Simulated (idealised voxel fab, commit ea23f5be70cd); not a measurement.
You're looking at the process module voxel transistor to metal.
The figure presents cross-section cut, which has a width of 185 nm and is divided into square cells with an edge length of 5 nm.
In what follows, cross-sections appear as grids of square cells, described through bands that run from the top down, where every band is one or more rows of cells.
What a band's entry tells you: where the top is and where the bottom is, as heights in nm, and after that what lies inside, material by material from left to right, each with its width in nm. Empty space is written as the word "empty", and a single material marked with the word "everywhere" occupies the band from edge to edge.
Zero point of the height axis is 0; under it, received wafer = one material. Lowest band: continues down indefinitely, "0 -> down".
Width: "30 to 40" (first number = top row, second number = bottom row, same change from row to row of cells).
Step marked "remains unaltered"? Then no cell in the cross-section changed in it.
"Enclosed void list": sealed empty spaces, 8 cells or more, no open way to top, listed width x height at distance, with distance from the left edge and width, height and distance in nm.
after a step's settings: what the simulator itself notes on the step
overlay nm: right-of-plan distance of the mask on a masked step; negative values mean left-of-plan.
Note: before/after cross-section pairs follow, one process step per pair, after-side truncated at the lowest changed band, step and settings given beneath. Different runs of this module on the same starting wafer may supply the pairs; a pair continues the one above only where the "Status quo ante" entry says so.
Status quo ante:
- 45 -> 20  polySi everywhere
- 20 -> 5  40 SiO2 / 105 SiN / 40 SiO2
- 5 -> 0  SiO2 everywhere
- 0 -> -20  40 SiO2 / 105 Si / 40 SiO2
- -20 -> down  Si everywhere
- Enclosed void list: none
Step Result:
- 55 -> 45  SiCN everywhere
- For the remainder of the cross-section, below 45, there is no change.
- Enclosed void list: none
Link between the two cross-sections above: DIRECTIONAL_DEP, material SiCN, thk nm 10
Status quo ante: we pick up right where the pair above leaves off, with its after cross-section.
Step Result:
- 70 -> 55  aC everywhere
- For the remainder of the cross-section, below 55, there is no change.
- Enclosed void list: none
Link between the two cross-sections above: DIRECTIONAL_DEP, material aC, thk nm 15
Status quo ante: we pick up right where the pair above leaves off, with its after cross-section.
Step Result:
- 100 -> 70  80 empty / 25 resist / 80 empty
- For the remainder of the cross-section, below 70, there is no change.
- Enclosed void list: none
Link between the two cross-sections above: PATTERN, tone cover, mask id GATE, material resist, width nm 25, thk nm 30, overlay nm 0
Status quo ante: we pick up right where the pair above leaves off, with its after cross-section.
Step Result:
- 85 -> 70  80 empty / 25 resist / 80 empty
- 70 -> 55  80 empty / 25 aC / 80 empty
- For the remainder of the cross-section, below 55, there is no change.
- Enclosed void list: none
Link between the two cross-sections above: DIRECTIONAL_ETCH, etch materials aC, depth nm 15
Status quo ante: we pick up right where the pair above leaves off, with its after cross-section.
Step Result:
- 70 -> 55  80 empty / 25 aC / 80 empty
- For the remainder of the cross-section, below 55, there is no change.
- Enclosed void list: none
Link between the two cross-sections above: STRIP, etch materials resist
Status quo ante: we pick up right where the pair above leaves off, with its after cross-section.
Step Result:
- 70 -> 55  80 empty / 25 aC / 80 empty
- 55 -> 45  80 empty / 25 SiCN / 80 empty
- For the remainder of the cross-section, below 45, there is no change.
- Enclosed void list: none
Link between the two cross-sections above: DIRECTIONAL_ETCH, etch materials SiCN, depth nm 20
Status quo ante: we pick up right where the pair above leaves off, with its after cross-section.
Step Result:
- 70 -> 55  80 empty / 25 aC / 80 empty
- 55 -> 45  80 empty / 25 SiCN / 80 empty
- 45 -> 20  80 empty / 25 polySi / 80 empty
- For the remainder of the cross-section, below 20, there is no change.
- Enclosed void list: none
Link between the two cross-sections above: DIRECTIONAL_ETCH, etch materials polySi, depth nm 35
Status quo ante: we pick up right where the pair above leaves off, with its after cross-section.
Step Result:
- 55 -> 45  80 empty / 25 SiCN / 80 empty
- For the remainder of the cross-section, below 45, there is no change.
- Enclosed void list: none
Link between the two cross-sections above: STRIP, etch materials aC
Status quo ante: we pick up right where the pair above leaves off, with its after cross-section.
Step Result:
- 60 -> 55  75 empty / 35 SiO2 / 75 empty
- 55 -> 45  75 empty / 5 SiO2 / 25 SiCN / 5 SiO2 / 75 empty
- 45 -> 25  75 empty / 5 SiO2 / 25 polySi / 5 SiO2 / 75 empty
- 25 -> 20  80 SiO2 / 25 polySi / 80 SiO2
- For the remainder of the cross-section, below 20, there is no change.
- Enclosed void list: none
Link between the two cross-sections above: CONFORMAL_DEP, material SiO2, thk nm 5
Status quo ante: we pick up right where the pair above leaves off, with its after cross-section.
Step Result:
- 55 -> 45  75 empty / 5 SiO2 / 25 SiCN / 5 SiO2 / 75 empty
- 45 -> 20  75 empty / 5 SiO2 / 25 polySi / 5 SiO2 / 75 empty
- For the remainder of the cross-section, below 20, there is no change.
- Enclosed void list: none
Link between the two cross-sections above: DIRECTIONAL_ETCH, etch materials SiO2, depth nm 5
Status quo ante: we pick up right where the pair above leaves off, with its after cross-section.
Step Result:
- 60 -> 55  70 empty / 45 SiN / 70 empty
- 55 -> 45  70 empty / 5 SiN / 5 SiO2 / 25 SiCN / 5 SiO2 / 5 SiN / 70 empty
- 45 -> 25  70 empty / 5 SiN / 5 SiO2 / 25 polySi / 5 SiO2 / 5 SiN / 70 empty
- 25 -> 20  75 SiN / 5 SiO2 / 25 polySi / 5 SiO2 / 75 SiN
- For the remainder of the cross-section, below 20, there is no change.
- Enclosed void list: none
Link between the two cross-sections above: CONFORMAL_DEP, material SiN, thk nm 5
Status quo ante: we pick up right where the pair above leaves off, with its after cross-section.
Step Result:
- 55 -> 45  70 empty / 5 SiN / 5 SiO2 / 25 SiCN / 5 SiO2 / 5 SiN / 70 empty
- 45 -> 20  70 empty / 5 SiN / 5 SiO2 / 25 polySi / 5 SiO2 / 5 SiN / 70 empty
- For the remainder of the cross-section, below 20, there is no change.
- Enclosed void list: none
Link between the two cross-sections above: DIRECTIONAL_ETCH, etch materials SiN, depth nm 5
Status quo ante: we pick up right where the pair above leaves off, with its after cross-section.
Step Result:
- 55 -> 50  70 empty / 5 SiN / 5 empty / 25 SiCN / 5 empty / 5 SiN / 70 empty
- 50 -> 45  70 empty / 5 SiN / 5 SiO2 / 25 SiCN / 5 SiO2 / 5 SiN / 70 empty
- 45 -> 20  70 empty / 5 SiN / 5 SiO2 / 25 polySi / 5 SiO2 / 5 SiN / 70 empty
- 20 -> 15  40 empty / 105 SiN / 40 empty
- For the remainder of the cross-section, below 15, there is no change.
- Enclosed void list: none
Link between the two cross-sections above: DIRECTIONAL_ETCH, etch materials SiO2, depth nm 5
Status quo ante: we pick up right where the pair above leaves off, with its after cross-section.
Step Result:
- 60 -> 55  SiO2 everywhere
- 55 -> 45  70 SiO2 / 5 SiN / 5 SiO2 / 25 SiCN / 5 SiO2 / 5 SiN / 70 SiO2
- 45 -> 20  70 SiO2 / 5 SiN / 5 SiO2 / 25 polySi / 5 SiO2 / 5 SiN / 70 SiO2
- 20 -> 5  40 SiO2 / 105 SiN / 40 SiO2
- For the remainder of the cross-section, below 5, there is no change.
- Enclosed void list: none
Link between the two cross-sections above: FILL_DEP, material SiO2, thk nm 5
Status quo ante: we pick up right where the pair above leaves off, with its after cross-section.
Step Result:
- 25 -> 20  70 SiO2 / 5 SiN / 5 SiO2 / 25 polySi / 5 SiO2 / 5 SiN / 70 SiO2
- For the remainder of the cross-section, below 20, there is no change.
- Enclosed void list: none
Link between the two cross-sections above: CMP, height nm 25
Status quo ante: we pick up right where the pair above leaves off, with its after cross-section.
Step Result:
- 25 -> 20  70 SiO2 / 5 SiN / 5 SiO2 / 25 empty / 5 SiO2 / 5 SiN / 70 SiO2
- For the remainder of the cross-section, below 20, there is no change.
- Enclosed void list: none
Link between the two cross-sections above: STRIP, etch materials polySi
Status quo ante: we pick up right where the pair above leaves off, with its after cross-section.
Step Result:
- 25 -> 20  70 empty / 5 SiN / 35 empty / 5 SiN / 70 empty
- For the remainder of the cross-section, below 20, there is no change.
- Enclosed void list: none
Link between the two cross-sections above: SELECTIVE_ETCH, etch materials SiO2, depth nm 5
Status quo ante: we pick up right where the pair above leaves off, with its after cross-section.
Step Result:
- 30 -> 25  65 empty / 15 HfO2 / 25 empty / 15 HfO2 / 65 empty
- 25 -> 20  70 HfO2 / 5 SiN / 35 HfO2 / 5 SiN / 70 HfO2
- For the remainder of the cross-section, below 20, there is no change.
- Enclosed void list: none
Link between the two cross-sections above: CONFORMAL_DEP, material HfO2, thk nm 5
Status quo ante: we pick up right where the pair above leaves off, with its after cross-section.
Step Result:
- 35 -> 30  60 empty / 25 TiN / 15 empty / 25 TiN / 60 empty
- 30 -> 25  65 TiN / 15 HfO2 / 25 TiN / 15 HfO2 / 65 TiN
- For the remainder of the cross-section, below 25, there is no change.
- Enclosed void list: none
Link between the two cross-sections above: CONFORMAL_DEP, material TiN, thk nm 5
Status quo ante: we pick up right where the pair above leaves off, with its after cross-section.
Step Result:
- 45 -> 35  W everywhere
- 35 -> 30  60 W / 25 TiN / 15 W / 25 TiN / 60 W
- For the remainder of the cross-section, below 30, there is no change.
- Enclosed void list: none
Link between the two cross-sections above: FILL_DEP, material W, thk nm 10
Status quo ante: we pick up right where the pair above leaves off, with its after cross-section.
Step Result:
- 20 -> 5  40 SiO2 / 105 SiN / 40 SiO2
- For the remainder of the cross-section, below 5, there is no change.
- Enclosed void list: none
Link between the two cross-sections above: CMP, height nm 20
Status quo ante: we pick up right where the pair above leaves off, with its after cross-section.
Step Result:
- 35 -> 20  SiO2 everywhere
- For the remainder of the cross-section, below 20, there is no change.
- Enclosed void list: none
Link between the two cross-sections above: DIRECTIONAL_DEP, material SiO2, thk nm 15
Status quo ante: we pick up right where the pair above leaves off, with its after cross-section.
Step Result:
- 35 -> 20  50 SiO2 / 15 empty / 55 SiO2 / 15 empty / 50 SiO2
- For the remainder of the cross-section, below 20, there is no change.
- Enclosed void list: none
Link between the two cross-sections above: MASKED_ETCH, tone open, mask id CONTACT, width nm 15, pitch nm 70, etch materials SiO2, depth nm 35, overlay nm 0
Status quo ante: we pick up right where the pair above leaves off, with its after cross-section.
Step Result:
- 40 -> 35  55 TiN / 5 empty / 65 TiN / 5 empty / 55 TiN
- 35 -> 25  50 SiO2 / 5 TiN / 5 empty / 5 TiN / 55 SiO2 / 5 TiN / 5 empty / 5 TiN / 50 SiO2
- 25 -> 20  50 SiO2 / 15 TiN / 55 SiO2 / 15 TiN / 50 SiO2
- For the remainder of the cross-section, below 20, there is no change.
- Enclosed void list: none
Link between the two cross-sections above: CONFORMAL_DEP, material TiN, thk nm 5
Status quo ante: we pick up right where the pair above leaves off, with its after cross-section.
Step Result:
- 50 -> 40  Ru everywhere
- 40 -> 35  55 TiN / 5 Ru / 65 TiN / 5 Ru / 55 TiN
- 35 -> 25  50 SiO2 / 5 TiN / 5 Ru / 5 TiN / 55 SiO2 / 5 TiN / 5 Ru / 5 TiN / 50 SiO2
- For the remainder of the cross-section, below 25, there is no change.
- Enclosed void list: none
Link between the two cross-sections above: FILL_DEP, material Ru, thk nm 10
Status quo ante: we pick up right where the pair above leaves off, with its after cross-section.
Step Result:
- 35 -> 25  50 SiO2 / 5 TiN / 5 Ru / 5 TiN / 55 SiO2 / 5 TiN / 5 Ru / 5 TiN / 50 SiO2
- For the remainder of the cross-section, below 25, there is no change.
- Enclosed void list: none
Link between the two cross-sections above: CMP, height nm 35
Status quo ante: we pick up right where the pair above leaves off, with its after cross-section.
Step Result:
- 40 -> 35  SiCN everywhere
- For the remainder of the cross-section, below 35, there is no change.
- Enclosed void list: none
Link between the two cross-sections above: CONFORMAL_DEP, material SiCN, thk nm 5
Status quo ante: we pick up right where the pair above leaves off, with its after cross-section.
Step Result:
- 60 -> 40  lowk everywhere
- For the remainder of the cross-section, below 40, there is no change.
- Enclosed void list: none
Link between the two cross-sections above: DIRECTIONAL_DEP, material lowk, thk nm 20
Status quo ante: we pick up right where the pair above leaves off, with its after cross-section.
Step Result:
- 60 -> 40  50 lowk / 15 empty / 55 lowk / 15 empty / 50 lowk
- For the remainder of the cross-section, below 40, there is no change.
- Enclosed void list: none
Link between the two cross-sections above: MASKED_ETCH, tone open, mask id METAL_1, width nm 15, pitch nm 70, etch materials lowk, depth nm 20, overlay nm 0
Status quo ante: we pick up right where the pair above leaves off, with its after cross-section.
Step Result:
- 60 -> 40  50 lowk / 15 empty / 55 lowk / 15 empty / 50 lowk
- 40 -> 35  50 SiCN / 15 empty / 55 SiCN / 15 empty / 50 SiCN
- For the remainder of the cross-section, below 35, there is no change.
- Enclosed void list: none
Link between the two cross-sections above: MASKED_ETCH, tone open, mask id METAL_1, width nm 15, pitch nm 70, etch materials SiCN, depth nm 5, overlay nm 0
Status quo ante: we pick up right where the pair above leaves off, with its after cross-section.
Step Result:
- 65 -> 60  55 TiN / 5 empty / 65 TiN / 5 empty / 55 TiN
- 60 -> 40  50 lowk / 5 TiN / 5 empty / 5 TiN / 55 lowk / 5 TiN / 5 empty / 5 TiN / 50 lowk
- 40 -> 35  50 SiCN / 15 TiN / 55 SiCN / 15 TiN / 50 SiCN
- For the remainder of the cross-section, below 35, there is no change.
- Enclosed void list: none
Link between the two cross-sections above: CONFORMAL_DEP, material TiN, thk nm 5
Status quo ante: we pick up right where the pair above leaves off, with its after cross-section.
Step Result:
- 70 -> 65  Cu everywhere
- 65 -> 60  55 TiN / 5 Cu / 65 TiN / 5 Cu / 55 TiN
- 60 -> 40  50 lowk / 5 TiN / 5 Cu / 5 TiN / 55 lowk / 5 TiN / 5 Cu / 5 TiN / 50 lowk
- For the remainder of the cross-section, below 40, there is no change.
- Enclosed void list: none
Link between the two cross-sections above: FILL_DEP, material Cu, thk nm 5
Status quo ante: we pick up right where the pair above leaves off, with its after cross-section.
Step Result:
- 60 -> 40  50 lowk / 5 TiN / 5 Cu / 5 TiN / 55 lowk / 5 TiN / 5 Cu / 5 TiN / 50 lowk
- For the remainder of the cross-section, below 40, there is no change.
- Enclosed void list: none
Link between the two cross-sections above: CMP, height nm 60
Status quo ante: we pick up right where the pair above leaves off, with its after cross-section.
Step Result:
- 65 -> 60  45 empty / 25 Ru / 45 empty / 25 Ru / 45 empty
- For the remainder of the cross-section, below 60, there is no change.
- Enclosed void list: none
Link between the two cross-sections above: EPI, material Ru, thk nm 5
Status quo ante: we pick up right where the pair above leaves off, with its after cross-section.
Step Result:
- 70 -> 65  SiCN everywhere
- 65 -> 60  45 SiCN / 25 Ru / 45 SiCN / 25 Ru / 45 SiCN
- For the remainder of the cross-section, below 60, there is no change.
- Enclosed void list: none
Link between the two cross-sections above: FILL_DEP, material SiCN, thk nm 5
Status quo ante: we pick up right where the pair above leaves off, with its after cross-section.
Step Result:
- 100 -> 70  SiO2 everywhere
- For the remainder of the cross-section, below 70, there is no change.
- Enclosed void list: none
Link between the two cross-sections above: DIRECTIONAL_DEP, material SiO2, thk nm 30
Status quo ante: we pick up right where the pair above leaves off, with its after cross-section.
Step Result:
- 115 -> 100  50 resist / 15 empty / 55 resist / 15 empty / 50 resist
- For the remainder of the cross-section, below 100, there is no change.
- Enclosed void list: none
Link between the two cross-sections above: PATTERN, tone open, mask id METAL_2, material resist, width nm 15, pitch nm 70, thk nm 15, overlay nm 0
Status quo ante: we pick up right where the pair above leaves off, with its after cross-section.
Step Result:
- 115 -> 100  50 resist / 15 empty / 55 resist / 15 empty / 50 resist
- 100 -> 80  50 SiO2 / 15 empty / 55 SiO2 / 15 empty / 50 SiO2
- For the remainder of the cross-section, below 80, there is no change.
- Enclosed void list: none
Link between the two cross-sections above: DIRECTIONAL_ETCH, etch materials SiO2, depth nm 20
Status quo ante: we pick up right where the pair above leaves off, with its after cross-section.
Step Result:
- 100 -> 80  50 SiO2 / 15 empty / 55 SiO2 / 15 empty / 50 SiO2
- For the remainder of the cross-section, below 80, there is no change.
- Enclosed void list: none
Link between the two cross-sections above: STRIP, etch materials resist
Status quo ante: we pick up right where the pair above leaves off, with its after cross-section.
Step Result:
- 100 -> 70  50 SiO2 / 15 empty / 55 SiO2 / 15 empty / 50 SiO2
- For the remainder of the cross-section, below 70, there is no change.
- Enclosed void list: none
Link between the two cross-sections above: MASKED_ETCH, tone open, mask id METAL_2_HOLES, width nm 15, pitch nm 70, etch materials SiO2, depth nm 10, overlay nm 0
Status quo ante: we pick up right where the pair above leaves off, with its after cross-section.
Step Result:
- 100 -> 70  50 SiO2 / 15 empty / 55 SiO2 / 15 empty / 50 SiO2
- 70 -> 65  50 SiCN / 15 empty / 55 SiCN / 15 empty / 50 SiCN
- For the remainder of the cross-section, below 65, there is no change.
- Enclosed void list: none
Link between the two cross-sections above: MASKED_ETCH, tone open, mask id METAL_2_HOLES, width nm 15, pitch nm 70, etch materials SiCN, depth nm 5, overlay nm 0
Status quo ante: we pick up right where the pair above leaves off, with its after cross-section.
Step Result:
- 105 -> 100  55 TiN / 5 empty / 65 TiN / 5 empty / 55 TiN
- 100 -> 70  50 SiO2 / 5 TiN / 5 empty / 5 TiN / 55 SiO2 / 5 TiN / 5 empty / 5 TiN / 50 SiO2
- 70 -> 65  50 SiCN / 15 TiN / 55 SiCN / 15 TiN / 50 SiCN
- For the remainder of the cross-section, below 65, there is no change.
- Enclosed void list: none
Link between the two cross-sections above: CONFORMAL_DEP, material TiN, thk nm 5
Status quo ante: we pick up right where the pair above leaves off, with its after cross-section.
Step Result:
- 110 -> 105  Ru everywhere
- 105 -> 100  55 TiN / 5 Ru / 65 TiN / 5 Ru / 55 TiN
- 100 -> 70  50 SiO2 / 5 TiN / 5 Ru / 5 TiN / 55 SiO2 / 5 TiN / 5 Ru / 5 TiN / 50 SiO2
- For the remainder of the cross-section, below 70, there is no change.
- Enclosed void list: none
Link between the two cross-sections above: FILL_DEP, material Ru, thk nm 5
Status quo ante: we pick up right where the pair above leaves off, with its after cross-section.
Step Result:
- 100 -> 70  50 SiO2 / 5 TiN / 5 Ru / 5 TiN / 55 SiO2 / 5 TiN / 5 Ru / 5 TiN / 50 SiO2
- For the remainder of the cross-section, below 70, there is no change.
- Enclosed void list: none
Link between the two cross-sections above: CMP, height nm 100
Status quo ante: we pick up right where the pair above leaves off, with its after cross-section.
Step Result:
- 105 -> 100  SiCN everywhere
- For the remainder of the cross-section, below 100, there is no change.
- Enclosed void list: none
Link between the two cross-sections above: CONFORMAL_DEP, material SiCN, thk nm 5
Status quo ante:
- 35 -> 20  40 empty / 105 resist / 40 empty
- 20 -> 5  40 empty / 105 SiN / 40 empty
- 5 -> 0  40 empty / 105 SiO2 / 40 empty
- 0 -> -20  40 empty / 105 Si / 40 empty
- -20 -> down  Si everywhere
- Enclosed void list: none
Step Result:
- 35 -> 20  40 empty / 105 resist / 40 empty
- 20 -> 5  40 empty / 105 SiN / 40 empty
- 5 -> 0  40 empty / 105 SiO2 / 40 empty
- 0 -> -40  40 empty / 105 Si / 40 empty
- For the remainder of the cross-section, below -40, there is no change.
- Enclosed void list: none
Link between the two cross-sections above: DIRECTIONAL_ETCH, etch materials Si, depth nm 20
Status quo ante: we pick up right where the pair above leaves off, with its after cross-section.
Step Result:
- 20 -> 5  40 empty / 105 SiN / 40 empty
- For the remainder of the cross-section, below 5, there is no change.
- Enclosed void list: none
Link between the two cross-sections above: STRIP, etch materials resist
Status quo ante: we pick up right where the pair above leaves off, with its after cross-section.
Step Result:
- 35 -> 20  SiO2 everywhere
- 20 -> 5  40 SiO2 / 105 SiN / 40 SiO2
- 5 -> 0  SiO2 everywhere
- 0 -> -40  40 SiO2 / 105 Si / 40 SiO2
- For the remainder of the cross-section, below -40, there is no change.
- Enclosed void list: none
Link between the two cross-sections above: FILL_DEP, material SiO2, thk nm 15
Status quo ante: we pick up right where the pair above leaves off, with its after cross-section.
Step Result:
- 20 -> 5  40 SiO2 / 105 SiN / 40 SiO2
- For the remainder of the cross-section, below 5, there is no change.
- Enclosed void list: none
Link between the two cross-sections above: CMP, height nm 20
Status quo ante: we pick up right where the pair above leaves off, with its after cross-section.
Step Result:
- 20 -> 10  40 empty / 105 SiN / 40 empty
- For the remainder of the cross-section, below 10, there is no change.
- Enclosed void list: none
Link between the two cross-sections above: SELECTIVE_ETCH, etch materials SiO2, depth nm 10
Status quo ante: we pick up right where the pair above leaves off, with its after cross-section.
Step Result:
- 10 -> 5  40 SiO2 / 105 empty / 40 SiO2
- For the remainder of the cross-section, below 5, there is no change.
- Enclosed void list: none
Link between the two cross-sections above: STRIP, etch materials SiN
Status quo ante: we pick up right where the pair above leaves off, with its after cross-section.
Step Result:
- 5 -> 0  35 SiO2 / 115 empty / 35 SiO2
- For the remainder of the cross-section, below 0, there is no change.
- Enclosed void list: none
Link between the two cross-sections above: SELECTIVE_ETCH, etch materials SiO2, depth nm 5
Status quo ante: we pick up right where the pair above leaves off, with its after cross-section.
Step Result:
- 5 -> 0  35 SiO2 / 115 empty / 35 SiO2
- 0 -> -5  SiO2 everywhere
- For the remainder of the cross-section, below -5, there is no change.
- Enclosed void list: none
Link between the two cross-sections above: OXIDIZE, depth nm 5
Status quo ante: we pick up right where the pair above leaves off, with its after cross-section.
Step Result:
- 30 -> 25  35 polySi / 115 empty / 35 polySi
- 25 -> 5  polySi everywhere
- 5 -> 0  35 SiO2 / 115 polySi / 35 SiO2
- For the remainder of the cross-section, below 0, there is no change.
- Enclosed void list: none
Link between the two cross-sections above: DIRECTIONAL_DEP, material polySi, thk nm 25
Status quo ante: we pick up right where the pair above leaves off, with its after cross-section.
Step Result:
- 40 -> 35  35 SiCN / 115 empty / 35 SiCN
- 35 -> 30  SiCN everywhere
- 30 -> 25  35 polySi / 115 SiCN / 35 polySi
- For the remainder of the cross-section, below 25, there is no change.
- Enclosed void list: none
Link between the two cross-sections above: DIRECTIONAL_DEP, material SiCN, thk nm 10
Status quo ante: we pick up right where the pair above leaves off, with its after cross-section.
Step Result:
- 55 -> 50  35 aC / 115 empty / 35 aC
- 50 -> 40  aC everywhere
- 40 -> 35  35 SiCN / 115 aC / 35 SiCN
- For the remainder of the cross-section, below 35, there is no change.
- Enclosed void list: none
Link between the two cross-sections above: DIRECTIONAL_DEP, material aC, thk nm 15
Status quo ante: we pick up right where the pair above leaves off, with its after cross-section.
Step Result:
- 85 -> 55  80 empty / 25 resist / 80 empty
- 55 -> 50  35 aC / 45 empty / 25 resist / 45 empty / 35 aC
- For the remainder of the cross-section, below 50, there is no change.
- Enclosed void list: none
Link between the two cross-sections above: PATTERN, tone cover, mask id GATE, material resist, width nm 25, thk nm 30, overlay nm 0
Status quo ante: we pick up right where the pair above leaves off, with its after cross-section.
Step Result:
- 70 -> 50  80 empty / 25 resist / 80 empty
- 50 -> 40  80 empty / 25 aC / 80 empty
- 40 -> 35  35 SiCN / 45 empty / 25 aC / 45 empty / 35 SiCN
- For the remainder of the cross-section, below 35, there is no change.
- Enclosed void list: none
Link between the two cross-sections above: DIRECTIONAL_ETCH, etch materials aC, depth nm 15
Status quo ante: we pick up right where the pair above leaves off, with its after cross-section.
Step Result:
- 50 -> 40  80 empty / 25 aC / 80 empty
- For the remainder of the cross-section, below 40, there is no change.
- Enclosed void list: none
Link between the two cross-sections above: STRIP, etch materials resist
Status quo ante: we pick up right where the pair above leaves off, with its after cross-section.
Step Result:
- 50 -> 35  80 empty / 25 aC / 80 empty
- 35 -> 30  80 empty / 25 SiCN / 80 empty
- 30 -> 25  35 polySi / 45 empty / 25 SiCN / 45 empty / 35 polySi
- For the remainder of the cross-section, below 25, there is no change.
- Enclosed void list: none
Link between the two cross-sections above: DIRECTIONAL_ETCH, etch materials SiCN, depth nm 20
Status quo ante: we pick up right where the pair above leaves off, with its after cross-section.
Step Result:
- 50 -> 35  80 empty / 25 aC / 80 empty
- 35 -> 25  80 empty / 25 SiCN / 80 empty
- 25 -> 5  80 empty / 25 polySi / 80 empty
- 5 -> 0  35 SiO2 / 45 empty / 25 polySi / 45 empty / 35 SiO2
- For the remainder of the cross-section, below 0, there is no change.
- Enclosed void list: none
Link between the two cross-sections above: DIRECTIONAL_ETCH, etch materials polySi, depth nm 35
Status quo ante: we pick up right where the pair above leaves off, with its after cross-section.
Step Result:
- 35 -> 25  80 empty / 25 SiCN / 80 empty
- For the remainder of the cross-section, below 25, there is no change.
- Enclosed void list: none
Link between the two cross-sections above: STRIP, etch materials aC
Status quo ante: we pick up right where the pair above leaves off, with its after cross-section.
Step Result:
- 40 -> 35  75 empty / 35 SiO2 / 75 empty
- 35 -> 25  75 empty / 5 SiO2 / 25 SiCN / 5 SiO2 / 75 empty
- 25 -> 10  75 empty / 5 SiO2 / 25 polySi / 5 SiO2 / 75 empty
- 10 -> 5  40 SiO2 / 35 empty / 5 SiO2 / 25 polySi / 5 SiO2 / 35 empty / 40 SiO2
- 5 -> 0  80 SiO2 / 25 polySi / 80 SiO2
- For the remainder of the cross-section, below 0, there is no change.
- Enclosed void list: none
Link between the two cross-sections above: CONFORMAL_DEP, material SiO2, thk nm 5
Status quo ante: we pick up right where the pair above leaves off, with its after cross-section.
Step Result:
- 35 -> 25  75 empty / 5 SiO2 / 25 SiCN / 5 SiO2 / 75 empty
- 25 -> 5  75 empty / 5 SiO2 / 25 polySi / 5 SiO2 / 75 empty
- 5 -> 0  40 SiO2 / 35 empty / 5 SiO2 / 25 polySi / 5 SiO2 / 35 empty / 40 SiO2
- For the remainder of the cross-section, below 0, there is no change.
- Enclosed void list: none
Link between the two cross-sections above: DIRECTIONAL_ETCH, etch materials SiO2, depth nm 5
Status quo ante: we pick up right where the pair above leaves off, with its after cross-section.
Step Result:
- 40 -> 35  70 empty / 45 SiN / 70 empty
- 35 -> 25  70 empty / 5 SiN / 5 SiO2 / 25 SiCN / 5 SiO2 / 5 SiN / 70 empty
- 25 -> 10  70 empty / 5 SiN / 5 SiO2 / 25 polySi / 5 SiO2 / 5 SiN / 70 empty
- 10 -> 5  45 SiN / 25 empty / 5 SiN / 5 SiO2 / 25 polySi / 5 SiO2 / 5 SiN / 25 empty / 45 SiN
- 5 -> 0  40 SiO2 / 35 SiN / 5 SiO2 / 25 polySi / 5 SiO2 / 35 SiN / 40 SiO2
- For the remainder of the cross-section, below 0, there is no change.
- Enclosed void list: none
Link between the two cross-sections above: CONFORMAL_DEP, material SiN, thk nm 5
Status quo ante: we pick up right where the pair above leaves off, with its after cross-section.
Step Result:
- 35 -> 25  70 empty / 5 SiN / 5 SiO2 / 25 SiCN / 5 SiO2 / 5 SiN / 70 empty
- 25 -> 5  70 empty / 5 SiN / 5 SiO2 / 25 polySi / 5 SiO2 / 5 SiN / 70 empty
- 5 -> 0  40 SiO2 / 5 SiN / 25 empty / 5 SiN / 5 SiO2 / 25 polySi / 5 SiO2 / 5 SiN / 25 empty / 5 SiN / 40 SiO2
- For the remainder of the cross-section, below 0, there is no change.
- Enclosed void list: none
Link between the two cross-sections above: DIRECTIONAL_ETCH, etch materials SiN, depth nm 5
Status quo ante: we pick up right where the pair above leaves off, with its after cross-section.
Step Result:
- 35 -> 30  70 empty / 5 SiN / 5 empty / 25 SiCN / 5 empty / 5 SiN / 70 empty
- 30 -> 25  70 empty / 5 SiN / 5 SiO2 / 25 SiCN / 5 SiO2 / 5 SiN / 70 empty
- 25 -> 5  70 empty / 5 SiN / 5 SiO2 / 25 polySi / 5 SiO2 / 5 SiN / 70 empty
- 5 -> 0  40 empty / 5 SiN / 25 empty / 5 SiN / 5 SiO2 / 25 polySi / 5 SiO2 / 5 SiN / 25 empty / 5 SiN / 40 empty
- 0 -> -5  45 SiO2 / 25 empty / 45 SiO2 / 25 empty / 45 SiO2
- For the remainder of the cross-section, below -5, there is no change.
- Enclosed void list: none
Link between the two cross-sections above: DIRECTIONAL_ETCH, etch materials SiO2, depth nm 5
Status quo ante: we pick up right where the pair above leaves off, with its after cross-section.
Step Result:
- 35 -> 30  70 empty / 5 SiN / 5 empty / 25 SiCN / 5 empty / 5 SiN / 70 empty
- 30 -> 25  70 empty / 5 SiN / 5 SiO2 / 25 SiCN / 5 SiO2 / 5 SiN / 70 empty
- 25 -> 5  70 empty / 5 SiN / 5 SiO2 / 25 polySi / 5 SiO2 / 5 SiN / 70 empty
- 5 -> 0  40 empty / 5 SiN / 25 empty / 5 SiN / 5 SiO2 / 25 polySi / 5 SiO2 / 5 SiN / 25 empty / 5 SiN / 40 empty
- 0 -> -5  45 SiO2 / 25 empty / 45 SiO2 / 25 empty / 45 SiO2
- -5 -> -10  40 SiO2 / 5 Si / 25 empty / 45 Si / 25 empty / 5 Si / 40 SiO2
- For the remainder of the cross-section, below -10, there is no change.
- Enclosed void list: none
Link between the two cross-sections above: DIRECTIONAL_ETCH, etch materials Si, depth nm 5
Status quo ante: we pick up right where the pair above leaves off, with its after cross-section.
Step Result:
- 35 -> 30  70 empty / 5 SiN / 5 empty / 25 SiCN / 5 empty / 5 SiN / 70 empty
- 30 -> 25  70 empty / 5 SiN / 5 SiO2 / 25 SiCN / 5 SiO2 / 5 SiN / 70 empty
- 25 -> 5  70 empty / 5 SiN / 5 SiO2 / 25 polySi / 5 SiO2 / 5 SiN / 70 empty
- 5 -> 0  40 empty / 5 SiN / 10 nSi / 5 empty / 10 nSi / 5 SiN / 5 SiO2 / 25 polySi / 5 SiO2 / 5 SiN / 10 nSi / 5 empty / 10 nSi / 5 SiN / 40 empty
- 0 -> -5  45 SiO2 / 25 nSi / 45 SiO2 / 25 nSi / 45 SiO2
- -5 -> -10  40 SiO2 / 5 Si / 25 nSi / 45 Si / 25 nSi / 5 Si / 40 SiO2
- For the remainder of the cross-section, below -10, there is no change.
- Enclosed void list: none
Link between the two cross-sections above: EPI, material nSi, thk nm 10
Status quo ante: we pick up right where the pair above leaves off, with its after cross-section.
Step Result:
- 40 -> 35  SiO2 everywhere
- 35 -> 25  70 SiO2 / 5 SiN / 5 SiO2 / 25 SiCN / 5 SiO2 / 5 SiN / 70 SiO2
- 25 -> 5  70 SiO2 / 5 SiN / 5 SiO2 / 25 polySi / 5 SiO2 / 5 SiN / 70 SiO2
- 5 -> 0  40 SiO2 / 5 SiN / 10 nSi / 5 SiO2 / 10 nSi / 5 SiN / 5 SiO2 / 25 polySi / 5 SiO2 / 5 SiN / 10 nSi / 5 SiO2 / 10 nSi / 5 SiN / 40 SiO2
- For the remainder of the cross-section, below 0, there is no change.
- Enclosed void list: none
Link between the two cross-sections above: FILL_DEP, material SiO2, thk nm 5
Status quo ante: we pick up right where the pair above leaves off, with its after cross-section.
Step Result:
- 25 -> 5  70 SiO2 / 5 SiN / 5 SiO2 / 25 polySi / 5 SiO2 / 5 SiN / 70 SiO2
- For the remainder of the cross-section, below 5, there is no change.
- Enclosed void list: none
Link between the two cross-sections above: CMP, height nm 25
